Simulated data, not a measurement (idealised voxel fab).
process module | voxel transistor to metal
cross-section cut | 165 nm wide | cells 5 nm
A cross-section is a grid of square cells, given in bands from the top down. A band is one or more rows of cells.
Each band's line starts with the height of the band's top and of its bottom, in nm. Then come its materials from left to right, each with its width in nm. One material with "throughout" fills the band from edge to edge. "air" is empty space.
Height 0 is the level under which the wafer as received is all one material. The lowest band goes on downwards, as in "0 down".
A width such as "30 to 40" changes by the same amount from each row of cells to the next, from the band's top row to its bottom row.
"no change" after a step means that no cell of the cross-section changed.
closed voids: empty space of 8 cells or more with no open way to the top, each as width x height at its distance from the left edge, in nm
after a step's settings: what the simulator itself notes on the step
overlay nm, on a step with a mask: how far to the right of its planned place the mask lay; to the left if negative
plan
1 op RECEIVE | material Si
2 op CONFORMAL_DEP | material SiO2 | thk nm 5
3 op CONFORMAL_DEP | material SiN | thk nm 10
4 op PATTERN | tone cover | mask id ACTIVE | material resist | width nm 115 | thk nm 20 | overlay nm 0
5 op DIRECTIONAL_ETCH | etch materials SiN | depth nm 10
6 op DIRECTIONAL_ETCH | etch materials SiO2 | depth nm 5
7 op DIRECTIONAL_ETCH | etch materials Si | depth nm 25
8 op STRIP | etch materials resist
9 op FILL_DEP | material SiO2 | thk nm 10
10 op CMP | height nm 15
11 op SELECTIVE_ETCH | etch materials SiO2 | depth nm 10
12 op STRIP | etch materials SiN
13 op SELECTIVE_ETCH | etch materials SiO2 | depth nm 5
14 op OXIDIZE | depth nm 5
15 op DIRECTIONAL_DEP | material polySi | thk nm 25
16 op DIRECTIONAL_DEP | material SiCN | thk nm 15
17 op MASKED_ETCH | tone cover | mask id GATE | width nm 25 | etch materials SiCN | depth nm 25 | overlay nm 0
18 op MASKED_ETCH | tone cover | mask id GATE | width nm 25 | etch materials polySi | depth nm 35 | overlay nm 0
19 op CONFORMAL_DEP | material SiN | thk nm 10
20 op DIRECTIONAL_ETCH | etch materials SiN | depth nm 10
21 op DIRECTIONAL_ETCH | etch materials SiO2 | depth nm 5
22 op DIRECTIONAL_ETCH | etch materials Si | depth nm 15
23 op EPI | material nSi | thk nm 20
24 op FILL_DEP | material SiO2 | thk nm 5
25 op CMP | height nm 25
26 op STRIP | etch materials polySi
27 op SELECTIVE_ETCH | etch materials SiO2 | depth nm 5
28 op CONFORMAL_DEP | material HfO2 | thk nm 5
29 op CONFORMAL_DEP | material TiN | thk nm 5
30 op FILL_DEP | material W | thk nm 5
31 op CMP | height nm 20
32 op DIRECTIONAL_DEP | material SiO2 | thk nm 10
33 op PATTERN | tone open | mask id CONTACT | material resist | width nm 20 | pitch nm 75 | thk nm 20 | overlay nm 0
34 op DIRECTIONAL_ETCH | etch materials SiO2 | depth nm 30
35 op STRIP | etch materials resist
36 op CONFORMAL_DEP | material TiN | thk nm 5
37 op FILL_DEP | material W | thk nm 5
38 op CMP | height nm 30
39 op CONFORMAL_DEP | material SiCN | thk nm 5
40 op DIRECTIONAL_DEP | material lowk | thk nm 20
41 op DIRECTIONAL_DEP | material aC | thk nm 15
42 op PATTERN | tone open | mask id METAL_1 | material resist | width nm 20 | pitch nm 75 | thk nm 30 | overlay nm 0
43 op DIRECTIONAL_ETCH | etch materials aC | depth nm 15
44 op STRIP | etch materials resist
45 op DIRECTIONAL_ETCH | etch materials lowk | depth nm 20
46 op DIRECTIONAL_ETCH | etch materials SiCN | depth nm 5
47 op STRIP | etch materials aC
48 op CONFORMAL_DEP | material TiN | thk nm 5
49 op FILL_DEP | material Cu | thk nm 5
50 op CMP | height nm 55
51 op EPI | material Ru | thk nm 5
52 op FILL_DEP | material SiCN | thk nm 5
53 op DIRECTIONAL_DEP | material lowk | thk nm 30
54 op MASKED_ETCH | tone open | mask id METAL_2 | width nm 20 | pitch nm 75 | etch materials lowk | depth nm 15 | overlay nm 0
55 op MASKED_ETCH | tone open | mask id METAL_2_HOLES | width nm 15 | pitch nm 75 | etch materials lowk | depth nm 15 | overlay nm 0
56 op MASKED_ETCH | tone open | mask id METAL_2_HOLES | width nm 15 | pitch nm 75 | etch materials SiCN | depth nm 5 | overlay nm 0
57 op CONFORMAL_DEP | material TiN | thk nm 5
58 op FILL_DEP | material Cu | thk nm 5
59 op CMP | height nm 95
60 op CONFORMAL_DEP | material SiCN | thk nm 5
as received, after step 1
  0 down: Si throughout
  closed voids: none
first wafer at the end, as planned
  100 to 95: SiCN throughout
  95 to 85: lowk 35 | TiN 5 | Cu 10 | TiN 5 | lowk 55 | TiN 5 | Cu 10 | TiN 5 | lowk 35
  85 to 80: lowk 35 | TiN 5 | Cu 5 | TiN 10 | lowk 55 | TiN 5 | Cu 5 | TiN 10 | lowk 35
  80 to 65: lowk 35 | TiN 5 | Cu 5 | TiN 5 | lowk 60 | TiN 5 | Cu 5 | TiN 5 | lowk 40
  65 to 60: SiCN 35 | TiN 15 | SiCN 60 | TiN 15 | SiCN 40
  60 to 55: SiCN 30 | Ru 30 | SiCN 45 | Ru 30 | SiCN 30
  55 to 35: lowk 35 | TiN 5 | Cu 10 | TiN 5 | lowk 55 | TiN 5 | Cu 10 | TiN 5 | lowk 35
  35 to 30: SiCN 35 | TiN 20 | SiCN 55 | TiN 20 | SiCN 35
  30 to 20: SiO2 35 | TiN 5 | W 10 | TiN 5 | SiO2 55 | TiN 5 | W 10 | TiN 5 | SiO2 35
  20 to 15: SiO2 35 | TiN 20 | SiO2 5 | SiN 10 | HfO2 5 | TiN 5 | W 5 | TiN 5 | HfO2 5 | SiN 10 | SiO2 5 | TiN 20 | SiO2 35
  15 to 5: SiO2 35 | TiN 5 | nSi 20 | SiN 10 | HfO2 5 | TiN 5 | W 5 | TiN 5 | HfO2 5 | SiN 10 | nSi 20 | TiN 5 | SiO2 35
  5 to 0: SiO2 35 | TiN 5 | nSi 20 | SiN 10 | HfO2 5 | TiN 15 | HfO2 5 | SiN 10 | nSi 20 | TiN 5 | SiO2 35
  0 to -5: SiO2 20 | nSi 40 | SiO2 5 | HfO2 35 | SiO2 5 | nSi 40 | SiO2 20
  -5 to -20: SiO2 25 | nSi 35 | Si 45 | nSi 35 | SiO2 25
  -20 to -25: SiO2 25 | Si 115 | SiO2 25
  -25 down: Si throughout
  closed voids: none
second wafer at the end: like start, like plan, one mistake
  100 to 95: SiCN throughout
  95 to 85: lowk 35 | TiN 5 | Cu 10 | TiN 5 | lowk 55 | TiN 5 | Cu 10 | TiN 5 | lowk 35
  85 to 80: lowk 35 | TiN 5 | Cu 5 | TiN 10 | lowk 55 | TiN 5 | Cu 5 | TiN 10 | lowk 35
  80 to 65: lowk 35 | TiN 5 | Cu 5 | TiN 5 | lowk 60 | TiN 5 | Cu 5 | TiN 5 | lowk 40
  65 to 60: SiCN 35 | TiN 15 | SiCN 60 | TiN 15 | SiCN 40
  60 to 55: SiCN 30 | Ru 30 | SiCN 45 | Ru 30 | SiCN 30
  55 to 50: SiCN 35 | TiN 20 | SiCN 55 | TiN 20 | SiCN 35
  50 to 30: lowk throughout
  30 to 20: SiO2 35 | TiN 5 | W 10 | TiN 5 | SiO2 55 | TiN 5 | W 10 | TiN 5 | SiO2 35
  20 to 15: SiO2 35 | TiN 20 | SiO2 5 | SiN 10 | HfO2 5 | TiN 5 | W 5 | TiN 5 | HfO2 5 | SiN 10 | SiO2 5 | TiN 20 | SiO2 35
  15 to 5: SiO2 35 | TiN 5 | nSi 20 | SiN 10 | HfO2 5 | TiN 5 | W 5 | TiN 5 | HfO2 5 | SiN 10 | nSi 20 | TiN 5 | SiO2 35
  5 to 0: SiO2 35 | TiN 5 | nSi 20 | SiN 10 | HfO2 5 | TiN 15 | HfO2 5 | SiN 10 | nSi 20 | TiN 5 | SiO2 35
  0 to -5: SiO2 20 | nSi 40 | SiO2 5 | HfO2 35 | SiO2 5 | nSi 40 | SiO2 20
  -5 to -20: SiO2 25 | nSi 35 | Si 45 | nSi 35 | SiO2 25
  -20 to -25: SiO2 25 | Si 115 | SiO2 25
  -25 down: Si throughout
  closed voids: none
what went wrong: steps 39 and 40 were swapped
at the end the second wafer has, in cells: 16 fewer of Cu | 16 fewer of TiN | 32 more of lowk
